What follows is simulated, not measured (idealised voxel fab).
Process module heading - voxel ribs on slabs
Cross-sectional view cut (width: 290 nm; square cell size: 5 nm).
In what follows, cross-sections appear as grids of square cells, described through bands that run from the top down, where every band is one or more rows of cells.
Top height, bottom height, nm. Materials left to right, width each, nm. Single material + "all across" = fills band edge to edge. "empty" = empty.
Height datum 0, below which the as-received substrate wafer is one material. Lowest band open at the bottom, running downward: "from 0 down".
The notation "30->40" denotes a width that varies across the rows of cells in the band, beginning at the first number in the top row, finishing at the second number in the bottom row, and changing by an identical amount from each row to the next.
For the purposes of this document, the phrase "all unchanged" attached to a step denotes that no cell within the cross-section was modified by that step.
In "Trapped voids" the enclosed voids are listed, meaning empty spaces of 8 cells or larger without any opening to the top. The form is width x height at distance, distance from the left edge, units nm.
Note: text after step settings on the step line = simulator remark on that step.
The optional step-line setting "overlay nm" applies to steps with a mask and quantifies how far to the right of its planned location the mask lay, a negative value indicating leftward placement.
[The following list gives the planned process steps]
| 1 | RECEIVE [material Si] |
| 2 | DIRECTIONAL_DEP [material SiO2] [thk nm 20] |
| 3 | DIRECTIONAL_DEP [material polySi] [thk nm 25] |
| 4 | DIRECTIONAL_DEP [material aC] [thk nm 10] |
| 5 | PATTERN [tone cover] [mask id RIB] [material resist] [width nm 20] [thk nm 25] [overlay nm 0] |
| 6 | DIRECTIONAL_ETCH [etch materials aC] [depth nm 10] |
| 7 | STRIP [etch materials resist] |
| 8 | DIRECTIONAL_ETCH [etch materials polySi] [depth nm 5] |
| 9 | STRIP [etch materials aC] |
| 10 | PATTERN [tone cover] [mask id SLAB] [material resist] [width nm 70] [thk nm 15] [overlay nm 0] |
| 11 | DIRECTIONAL_ETCH [etch materials polySi] [depth nm 20] |
| 12 | STRIP [etch materials resist] |
| 13 | FILL_DEP [material SiO2] [thk nm 30] |
| 14 | CMP [height nm 55] |
| 15 | DIRECTIONAL_DEP [material W] [thk nm 5] |
| 16 | MASKED_ETCH [tone cover] [mask id HEATER] [width nm 30] [etch materials W] [depth nm 5] [overlay nm 0] |
| 17 | CONFORMAL_DEP [material SiO2] [thk nm 5] |
Among the wafers covered here, the point of difference is the height nm at step 14; their starting state is shared, and the plan presents the value of the first wafer.
[Sectional view: first of several wafers, as received, after step 1]
- from 0 down  Si all across
- Trapped voids: none
[End of module: cross-section of the first of several wafers after step 17, the last step]
- from 65 to 60  empty=125, then SiO2=40, then empty=125
- from 60 to 55  SiO2=130, then W=30, then SiO2=130
- from 55 to 45  SiO2 all across
- from 45 to 40  SiO2=135, then polySi=20, then SiO2=135
- from 40 to 20  SiO2=110, then polySi=70, then SiO2=110
- from 20 to 0  SiO2 all across
- from 0 down  Si all across
- Trapped voids: none
[Module end, final wafer: cross-section]
- from 85 to 80  empty=125, then SiO2=40, then empty=125
- from 80 to 75  SiO2=130, then W=30, then SiO2=130
- from 75 to 45  SiO2 all across
- from 45 to 40  SiO2=135, then polySi=20, then SiO2=135
- from 40 to 20  SiO2=110, then polySi=70, then SiO2=110
- from 20 to 0  SiO2 all across
- from 0 down  Si all across
- Trapped voids: none
[Every row in this table is a wafer at the end of the module, and it gives, for each of the materials, the cells that wafer has gained (+) or lost (-) since it was received, then its closed voids]
height nm 55; +638 SiO2; +6 W; +60 polySi; Trapped voids: none
height nm 60; +696 SiO2; +6 W; +60 polySi; Trapped voids: none
height nm 65; +754 SiO2; +6 W; +60 polySi; Trapped voids: none
height nm 70; +812 SiO2; +6 W; +60 polySi; Trapped voids: none
height nm 75; +870 SiO2; +6 W; +60 polySi; Trapped voids: none
